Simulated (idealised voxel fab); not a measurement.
process module | voxel wiring stack
cross-section cut | 160 nm wide | cells 5 nm
A cross-section is a grid of square cells, given in bands from the top down. A band is one or more rows of cells.
Each band's line starts with the height of the band's top and of its bottom, in nm. Then come its materials from left to right, each with its width in nm. One material with "throughout" fills the band from edge to edge. "air" is empty space.
Height 0 is the level under which the wafer as received is all one material. The lowest band goes on downwards, as in "0 down".
A width such as "30 to 40" changes by the same amount from each row of cells to the next, from the band's top row to its bottom row.
"no change" after a step means that no cell of the cross-section changed.
closed voids: empty space of 8 cells or more with no open way to the top, each as width x height at its distance from the left edge, in nm
after a step's settings: what the simulator itself notes on the step
overlay nm, on a step with a mask: how far to the right of its planned place the mask lay; to the left if negative
plan
1 op RECEIVE | material Si
2 op CONFORMAL_DEP | material SiO2 | thk nm 15
3 op CONFORMAL_DEP | material SiCN | thk nm 5
4 op DIRECTIONAL_DEP | material SiO2 | thk nm 15
5 op PATTERN | tone open | mask id METAL_1 | material resist | width nm 20 | pitch nm 35 | thk nm 15 | overlay nm 0
6 op DIRECTIONAL_ETCH | etch materials SiO2 | depth nm 15
7 op DIRECTIONAL_ETCH | etch materials SiCN | depth nm 5
8 op STRIP | etch materials resist
9 op CONFORMAL_DEP | material TiN | thk nm 5
10 op FILL_DEP | material Ru | thk nm 5
11 op CMP | height nm 35
12 op EPI | material Ru | thk nm 5
13 op FILL_DEP | material SiCN | thk nm 5
14 op DIRECTIONAL_DEP | material lowk | thk nm 30
15 op DIRECTIONAL_DEP | material aC | thk nm 15
16 op PATTERN | tone open | mask id METAL_2_HOLES | material resist | width nm 15 | pitch nm 35 | thk nm 30 | overlay nm 0
17 op DIRECTIONAL_ETCH | etch materials aC | depth nm 15
18 op STRIP | etch materials resist
19 op DIRECTIONAL_ETCH | etch materials lowk | depth nm 30
20 op STRIP | etch materials aC
21 op MASKED_ETCH | tone open | mask id METAL_2 | width nm 20 | pitch nm 35 | etch materials lowk | depth nm 20 | overlay nm 0
22 op MASKED_ETCH | tone open | mask id METAL_2 | width nm 20 | pitch nm 35 | etch materials SiCN | depth nm 5 | overlay nm 0
23 op CONFORMAL_DEP | material TiN | thk nm 5
24 op FILL_DEP | material Cu | thk nm 10
25 op CMP | height nm 75
26 op CONFORMAL_DEP | material SiN | thk nm 5
as received, after step 1
  0 down: Si throughout
  closed voids: none
a wafer at the end: this start, this plan, one mistake
  80 to 75: SiN throughout
  75 to 60: lowk 50 | TiN 5 | SiCN 10 | TiN 5 | lowk 15 | TiN 5 | SiCN 10 | TiN 5 | lowk 55
  60 to 55: lowk 50 | TiN 5 | SiCN 5 | TiN 10 | lowk 15 | TiN 5 | SiCN 5 | TiN 10 | lowk 55
  55 to 45: lowk 50 | TiN 5 | SiCN 5 | TiN 5 | lowk 20 | TiN 5 | SiCN 5 | TiN 5 | lowk 60
  45 to 40: SiCN 50 | TiN 15 | SiCN 20 | TiN 15 | SiCN 60
  40 to 35: SiCN 45 | Ru 30 | SiCN 5 | Ru 30 | SiCN 50
  35 to 20: SiO2 50 | TiN 5 | Ru 10 | TiN 5 | SiO2 15 | TiN 5 | Ru 10 | TiN 5 | SiO2 55
  20 to 15: SiCN 50 | TiN 20 | SiCN 15 | TiN 20 | SiCN 55
  15 to 0: SiO2 throughout
  0 down: Si throughout
  closed voids: none
what went wrong: step 24 ran as: op FILL_DEP | material SiCN | thk nm 10
